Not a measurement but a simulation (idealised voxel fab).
The name of this process module is voxel wiring stack.
FYI the section here is cut, 210 nm wide, cells are 5 nm squares.
When this document writes out a cross-section, it uses a grid of square cells and lists it as bands, beginning at the top and moving down, with a band standing for one or more rows of cells. The band entry comprises the height of the band's top followed by the height of its bottom, expressed in nm, and subsequently the band's materials from left to right, each stated together with its width in nm. Where a single material is marked with the word "edge to edge", that material fills the band from edge to edge. The word "blank" represents empty space. All heights in this document are referenced to 0, defined as the level beneath which the wafer, as received, consists entirely of one material. The lowest band is not bounded below; it extends indefinitely downward and is written in the form "0 nm and below". Note: "30->40" means the width goes from the first number (top row of the band) to the second number (bottom row) in equal steps per row of cells. Step note "no change" = no cross-section cell changed. The entry "Entrapped voids" lists the empty spaces that cover at least 8 cells and have no open path to the top. Each is written as width x height at distance, where the distance is measured from the left edge and all three values are in nm. Read whatever lies past the settings on a step's line as the simulator's own remark about the step. For masked steps, "overlay nm" on the step line gives how far right of plan the mask actually lay; a minus sign means it lay to the left.
Planned step list for the process
step 1: RECEIVE,material Si
step 2: CONFORMAL_DEP,material SiO2,thk nm 10
step 3: CONFORMAL_DEP,material SiN,thk nm 5
step 4: DIRECTIONAL_DEP,material lowk,thk nm 25
step 5: DIRECTIONAL_DEP,material aC,thk nm 15
step 6: PATTERN,tone open,mask id METAL_1,material resist,width nm 30,pitch nm 45,thk nm 30,overlay nm 0
step 7: DIRECTIONAL_ETCH,etch materials aC,depth nm 15
step 8: STRIP,etch materials resist
step 9: DIRECTIONAL_ETCH,etch materials lowk,depth nm 25
step 10: DIRECTIONAL_ETCH,etch materials SiN,depth nm 5
step 11: STRIP,etch materials aC
step 12: CONFORMAL_DEP,material TiN,thk nm 5
step 13: FILL_DEP,material Cu,thk nm 5
step 14: CMP,height nm 40
step 15: CONFORMAL_DEP,material SiCN,thk nm 5
step 16: DIRECTIONAL_DEP,material lowk,thk nm 35
step 17: DIRECTIONAL_DEP,material aC,thk nm 15
step 18: PATTERN,tone open,mask id METAL_2_HOLES,material resist,width nm 15,thk nm 35,overlay nm 0
step 19: DIRECTIONAL_ETCH,etch materials aC,depth nm 15
step 20: STRIP,etch materials resist
step 21: DIRECTIONAL_ETCH,etch materials lowk,depth nm 35
step 22: STRIP,etch materials aC
step 23: DIRECTIONAL_DEP,material aC,thk nm 15
step 24: PATTERN,tone open,mask id METAL_2,material resist,width nm 30,pitch nm 45,thk nm 30,overlay nm 0
step 25: DIRECTIONAL_ETCH,etch materials aC,depth nm 15
step 26: STRIP,etch materials resist
step 27: DIRECTIONAL_ETCH,etch materials lowk,depth nm 20
step 28: DIRECTIONAL_ETCH,etch materials SiCN,depth nm 5
step 29: STRIP,etch materials aC
step 30: CONFORMAL_DEP,material TiN,thk nm 5
step 31: FILL_DEP,material Cu,thk nm 5
step 32: CMP,height nm 80
step 33: CONFORMAL_DEP,material SiCN,thk nm 5
step 34: DIRECTIONAL_DEP,material SiO2,thk nm 15
step 35: MASKED_ETCH,tone open,mask id PLUG_2,width nm 15,etch materials SiO2,depth nm 15,overlay nm 0
step 36: MASKED_ETCH,tone open,mask id PLUG_2,width nm 15,etch materials SiCN,depth nm 5,overlay nm 0
step 37: EPI,material Ru,thk nm 10
step 38: EPI,material Ru,thk nm 10
step 39: CONFORMAL_DEP,material SiN,thk nm 5
step 40: DIRECTIONAL_DEP,material lowk,thk nm 20
step 41: PATTERN,tone open,mask id METAL_3,material resist,width nm 30,pitch nm 45,thk nm 20,overlay nm 0
step 42: DIRECTIONAL_ETCH,etch materials lowk,depth nm 20
step 43: DIRECTIONAL_ETCH,etch materials SiN,depth nm 5
step 44: STRIP,etch materials resist
step 45: CONFORMAL_DEP,material TiN,thk nm 5
step 46: FILL_DEP,material W,thk nm 5
step 47: CMP,height nm 125
step 48: CONFORMAL_DEP,material SiCN,thk nm 5
First of two wafers, processed according to plan
Here's what the wafer looked like in cross-section when it arrived - that's after step 1
  0 nm and below = Si edge to edge
  Entrapped voids: none
Cross-section through the wafer, step 2 finished
  10 nm to 0 nm = SiO2 edge to edge
  Below 0 it's all the same as before, nothing changed down there.
Cross-section through the wafer, step 3 finished
  15 nm to 10 nm = SiN edge to edge
  Below 10 it's all the same as before, nothing changed down there.
Cross-section through the wafer, step 4 finished
  40 nm to 15 nm = lowk edge to edge
  Below 15 it's all the same as before, nothing changed down there.
Cross-section through the wafer, step 5 finished
  55 nm to 40 nm = aC edge to edge
  Below 40 it's all the same as before, nothing changed down there.
Cross-section through the wafer, step 6 finished
  85 nm to 55 nm = resist=65 / blank=30 / resist=15 / blank=30 / resist=70
  Below 55 it's all the same as before, nothing changed down there.
Cross-section through the wafer, step 7 finished
  70 nm to 55 nm = resist=65 / blank=30 / resist=15 / blank=30 / resist=70
  55 nm to 40 nm = aC=65 / blank=30 / aC=15 / blank=30 / aC=70
  Below 40 it's all the same as before, nothing changed down there.
Cross-section through the wafer, step 8 finished
  55 nm to 40 nm = aC=65 / blank=30 / aC=15 / blank=30 / aC=70
  Below 40 it's all the same as before, nothing changed down there.
Cross-section through the wafer, step 9 finished
  55 nm to 40 nm = aC=65 / blank=30 / aC=15 / blank=30 / aC=70
  40 nm to 15 nm = lowk=65 / blank=30 / lowk=15 / blank=30 / lowk=70
  Below 15 it's all the same as before, nothing changed down there.
Cross-section through the wafer, step 10 finished
  55 nm to 40 nm = aC=65 / blank=30 / aC=15 / blank=30 / aC=70
  40 nm to 15 nm = lowk=65 / blank=30 / lowk=15 / blank=30 / lowk=70
  15 nm to 10 nm = SiN=65 / blank=30 / SiN=15 / blank=30 / SiN=70
  Below 10 it's all the same as before, nothing changed down there.
Cross-section through the wafer, step 11 finished
  40 nm to 15 nm = lowk=65 / blank=30 / lowk=15 / blank=30 / lowk=70
  Below 15 it's all the same as before, nothing changed down there.
Cross-section through the wafer, step 12 finished
  45 nm to 40 nm = TiN=70 / blank=20 / TiN=25 / blank=20 / TiN=75
  40 nm to 15 nm = lowk=65 / TiN=5 / blank=20 / TiN=5 / lowk=15 / TiN=5 / blank=20 / TiN=5 / lowk=70
  15 nm to 10 nm = SiN=65 / TiN=30 / SiN=15 / TiN=30 / SiN=70
  Below 10 it's all the same as before, nothing changed down there.
Cross-section through the wafer, step 13 finished
  50 nm to 45 nm = Cu edge to edge
  45 nm to 40 nm = TiN=70 / Cu=20 / TiN=25 / Cu=20 / TiN=75
  40 nm to 15 nm = lowk=65 / TiN=5 / Cu=20 / TiN=5 / lowk=15 / TiN=5 / Cu=20 / TiN=5 / lowk=70
  Below 15 it's all the same as before, nothing changed down there.
Cross-section through the wafer, step 14 finished
  40 nm to 15 nm = lowk=65 / TiN=5 / Cu=20 / TiN=5 / lowk=15 / TiN=5 / Cu=20 / TiN=5 / lowk=70
  Below 15 it's all the same as before, nothing changed down there.
Cross-section through the wafer, step 15 finished
  45 nm to 40 nm = SiCN edge to edge
  Below 40 it's all the same as before, nothing changed down there.
Cross-section through the wafer, step 16 finished
  80 nm to 45 nm = lowk edge to edge
  Below 45 it's all the same as before, nothing changed down there.
Cross-section through the wafer, step 17 finished
  95 nm to 80 nm = aC edge to edge
  Below 80 it's all the same as before, nothing changed down there.
Cross-section through the wafer, step 18 finished
  130 nm to 95 nm = resist=65 / blank=15 / resist=130
  Below 95 it's all the same as before, nothing changed down there.
Cross-section through the wafer, step 19 finished
  115 nm to 95 nm = resist=65 / blank=15 / resist=130
  95 nm to 80 nm = aC=65 / blank=15 / aC=130
  Below 80 it's all the same as before, nothing changed down there.
Cross-section through the wafer, step 20 finished
  95 nm to 80 nm = aC=65 / blank=15 / aC=130
  Below 80 it's all the same as before, nothing changed down there.
Cross-section through the wafer, step 21 finished
  95 nm to 80 nm = aC=65 / blank=15 / aC=130
  80 nm to 45 nm = lowk=65 / blank=15 / lowk=130
  Below 45 it's all the same as before, nothing changed down there.
Cross-section through the wafer, step 22 finished
  80 nm to 45 nm = lowk=65 / blank=15 / lowk=130
  Below 45 it's all the same as before, nothing changed down there.
Cross-section through the wafer, step 23 finished
  95 nm to 80 nm = aC=65 / blank=15 / aC=130
  80 nm to 60 nm = lowk=65 / blank=15 / lowk=130
  60 nm to 45 nm = lowk=65 / aC=15 / lowk=130
  Below 45 it's all the same as before, nothing changed down there.
Cross-section through the wafer, step 24 finished
  125 nm to 95 nm = resist=65 / blank=30 / resist=15 / blank=30 / resist=70
  Below 95 it's all the same as before, nothing changed down there.
Cross-section through the wafer, step 25 finished
  110 nm to 95 nm = resist=65 / blank=30 / resist=15 / blank=30 / resist=70
  95 nm to 80 nm = aC=65 / blank=30 / aC=15 / blank=30 / aC=70
  80 nm to 45 nm = lowk=65 / blank=15 / lowk=130
  Below 45 it's all the same as before, nothing changed down there.
Cross-section through the wafer, step 26 finished
  95 nm to 80 nm = aC=65 / blank=30 / aC=15 / blank=30 / aC=70
  Below 80 it's all the same as before, nothing changed down there.
Cross-section through the wafer, step 27 finished
  95 nm to 80 nm = aC=65 / blank=30 / aC=15 / blank=30 / aC=70
  80 nm to 60 nm = lowk=65 / blank=30 / lowk=15 / blank=30 / lowk=70
  Below 60 it's all the same as before, nothing changed down there.
Cross-section through the wafer, step 28 finished
  95 nm to 80 nm = aC=65 / blank=30 / aC=15 / blank=30 / aC=70
  80 nm to 60 nm = lowk=65 / blank=30 / lowk=15 / blank=30 / lowk=70
  60 nm to 45 nm = lowk=65 / blank=15 / lowk=130
  45 nm to 40 nm = SiCN=65 / blank=15 / SiCN=130
  Below 40 it's all the same as before, nothing changed down there.
Cross-section through the wafer, step 29 finished
  80 nm to 60 nm = lowk=65 / blank=30 / lowk=15 / blank=30 / lowk=70
  Below 60 it's all the same as before, nothing changed down there.
Cross-section through the wafer, step 30 finished
  85 nm to 80 nm = TiN=70 / blank=20 / TiN=25 / blank=20 / TiN=75
  80 nm to 65 nm = lowk=65 / TiN=5 / blank=20 / TiN=5 / lowk=15 / TiN=5 / blank=20 / TiN=5 / lowk=70
  65 nm to 60 nm = lowk=65 / TiN=5 / blank=5 / TiN=20 / lowk=15 / TiN=30 / lowk=70
  60 nm to 45 nm = lowk=65 / TiN=5 / blank=5 / TiN=5 / lowk=130
  45 nm to 40 nm = SiCN=65 / TiN=15 / SiCN=130
  Below 40 it's all the same as before, nothing changed down there.
Cross-section through the wafer, step 31 finished
  90 nm to 85 nm = Cu edge to edge
  85 nm to 80 nm = TiN=70 / Cu=20 / TiN=25 / Cu=20 / TiN=75
  80 nm to 65 nm = lowk=65 / TiN=5 / Cu=20 / TiN=5 / lowk=15 / TiN=5 / Cu=20 / TiN=5 / lowk=70
  65 nm to 60 nm = lowk=65 / TiN=5 / Cu=5 / TiN=20 / lowk=15 / TiN=30 / lowk=70
  60 nm to 45 nm = lowk=65 / TiN=5 / Cu=5 / TiN=5 / lowk=130
  Below 45 it's all the same as before, nothing changed down there.
Cross-section through the wafer, step 32 finished
  80 nm to 65 nm = lowk=65 / TiN=5 / Cu=20 / TiN=5 / lowk=15 / TiN=5 / Cu=20 / TiN=5 / lowk=70
  Below 65 it's all the same as before, nothing changed down there.
Cross-section through the wafer, step 33 finished
  85 nm to 80 nm = SiCN edge to edge
  Below 80 it's all the same as before, nothing changed down there.
Cross-section through the wafer, step 34 finished
  100 nm to 85 nm = SiO2 edge to edge
  Below 85 it's all the same as before, nothing changed down there.
Cross-section through the wafer, step 35 finished
  100 nm to 85 nm = SiO2=65 / blank=15 / SiO2=130
  Below 85 it's all the same as before, nothing changed down there.
Cross-section through the wafer, step 36 finished
  100 nm to 85 nm = SiO2=65 / blank=15 / SiO2=130
  85 nm to 80 nm = SiCN=65 / blank=15 / SiCN=130
  Below 80 it's all the same as before, nothing changed down there.
Cross-section through the wafer, step 37 finished
  100 nm to 90 nm = SiO2=65 / blank=15 / SiO2=130
  90 nm to 85 nm = SiO2=65 / Ru=15 / SiO2=130
  85 nm to 80 nm = SiCN=65 / Ru=15 / SiCN=130
  Below 80 it's all the same as before, nothing changed down there.
Cross-section through the wafer, step 38 finished
  100 nm to 85 nm = SiO2=65 / Ru=15 / SiO2=130
  Below 85 it's all the same as before, nothing changed down there.
Cross-section through the wafer, step 39 finished
  105 nm to 100 nm = SiN edge to edge
  Below 100 it's all the same as before, nothing changed down there.
Cross-section through the wafer, step 40 finished
  125 nm to 105 nm = lowk edge to edge
  Below 105 it's all the same as before, nothing changed down there.
Cross-section through the wafer, step 41 finished
  145 nm to 125 nm = resist=65 / blank=30 / resist=15 / blank=30 / resist=70
  Below 125 it's all the same as before, nothing changed down there.
Cross-section through the wafer, step 42 finished
  145 nm to 125 nm = resist=65 / blank=30 / resist=15 / blank=30 / resist=70
  125 nm to 105 nm = lowk=65 / blank=30 / lowk=15 / blank=30 / lowk=70
  Below 105 it's all the same as before, nothing changed down there.
Cross-section through the wafer, step 43 finished
  145 nm to 125 nm = resist=65 / blank=30 / resist=15 / blank=30 / resist=70
  125 nm to 105 nm = lowk=65 / blank=30 / lowk=15 / blank=30 / lowk=70
  105 nm to 100 nm = SiN=65 / blank=30 / SiN=15 / blank=30 / SiN=70
  Below 100 it's all the same as before, nothing changed down there.
Cross-section through the wafer, step 44 finished
  125 nm to 105 nm = lowk=65 / blank=30 / lowk=15 / blank=30 / lowk=70
  Below 105 it's all the same as before, nothing changed down there.
Cross-section through the wafer, step 45 finished
  130 nm to 125 nm = TiN=70 / blank=20 / TiN=25 / blank=20 / TiN=75
  125 nm to 105 nm = lowk=65 / TiN=5 / blank=20 / TiN=5 / lowk=15 / TiN=5 / blank=20 / TiN=5 / lowk=70
  105 nm to 100 nm = SiN=65 / TiN=30 / SiN=15 / TiN=30 / SiN=70
  Below 100 it's all the same as before, nothing changed down there.
Cross-section through the wafer, step 46 finished
  135 nm to 130 nm = W edge to edge
  130 nm to 125 nm = TiN=70 / W=20 / TiN=25 / W=20 / TiN=75
  125 nm to 105 nm = lowk=65 / TiN=5 / W=20 / TiN=5 / lowk=15 / TiN=5 / W=20 / TiN=5 / lowk=70
  Below 105 it's all the same as before, nothing changed down there.
Cross-section through the wafer, step 47 finished
  125 nm to 105 nm = lowk=65 / TiN=5 / W=20 / TiN=5 / lowk=15 / TiN=5 / W=20 / TiN=5 / lowk=70
  Below 105 it's all the same as before, nothing changed down there.
Cross-section through the wafer, step 48 finished
  130 nm to 125 nm = SiCN edge to edge
  Below 125 it's all the same as before, nothing changed down there.
Second wafer, same starting state and plan as the first, one mistake in the run, identical through step 38
Second wafer, sectioned view, at step 39's planned end time: no change
Second wafer, sectioned view, at step 40's planned end time
  120 nm to 100 nm = lowk edge to edge
  Below 100 it's all the same as before, nothing changed down there.
Second wafer, sectioned view, at step 41's planned end time
  140 nm to 120 nm = resist=65 / blank=30 / resist=15 / blank=30 / resist=70
  Below 120 it's all the same as before, nothing changed down there.
Second wafer, sectioned view, at step 42's planned end time
  140 nm to 120 nm = resist=65 / blank=30 / resist=15 / blank=30 / resist=70
  120 nm to 100 nm = lowk=65 / blank=30 / lowk=15 / blank=30 / lowk=70
  Below 100 it's all the same as before, nothing changed down there.
Second wafer, sectioned view, at step 43's planned end time: no change
Second wafer, sectioned view, at step 44's planned end time
  120 nm to 100 nm = lowk=65 / blank=30 / lowk=15 / blank=30 / lowk=70
  Below 100 it's all the same as before, nothing changed down there.
Second wafer, sectioned view, at step 45's planned end time
  125 nm to 120 nm = TiN=70 / blank=20 / TiN=25 / blank=20 / TiN=75
  120 nm to 105 nm = lowk=65 / TiN=5 / blank=20 / TiN=5 / lowk=15 / TiN=5 / blank=20 / TiN=5 / lowk=70
  105 nm to 100 nm = lowk=65 / TiN=30 / lowk=15 / TiN=30 / lowk=70
  Below 100 it's all the same as before, nothing changed down there.
Second wafer, sectioned view, at step 46's planned end time
  130 nm to 125 nm = W edge to edge
  125 nm to 120 nm = TiN=70 / W=20 / TiN=25 / W=20 / TiN=75
  120 nm to 105 nm = lowk=65 / TiN=5 / W=20 / TiN=5 / lowk=15 / TiN=5 / W=20 / TiN=5 / lowk=70
  Below 105 it's all the same as before, nothing changed down there.
Second wafer, sectioned view, at step 47's planned end time
  125 nm to 120 nm = TiN=70 / W=20 / TiN=25 / W=20 / TiN=75
  Below 120 it's all the same as before, nothing changed down there.
Second wafer, sectioned view, at step 48's planned end time
  130 nm to 125 nm = SiCN edge to edge
  Below 125 it's all the same as before, nothing changed down there.
What was the processing mistake? no execution of plan step 39; skipped
Once processing is complete, comparing cell counts shows that the second wafer has more or fewer of certain materials than the first: -30 SiN, +30 TiN
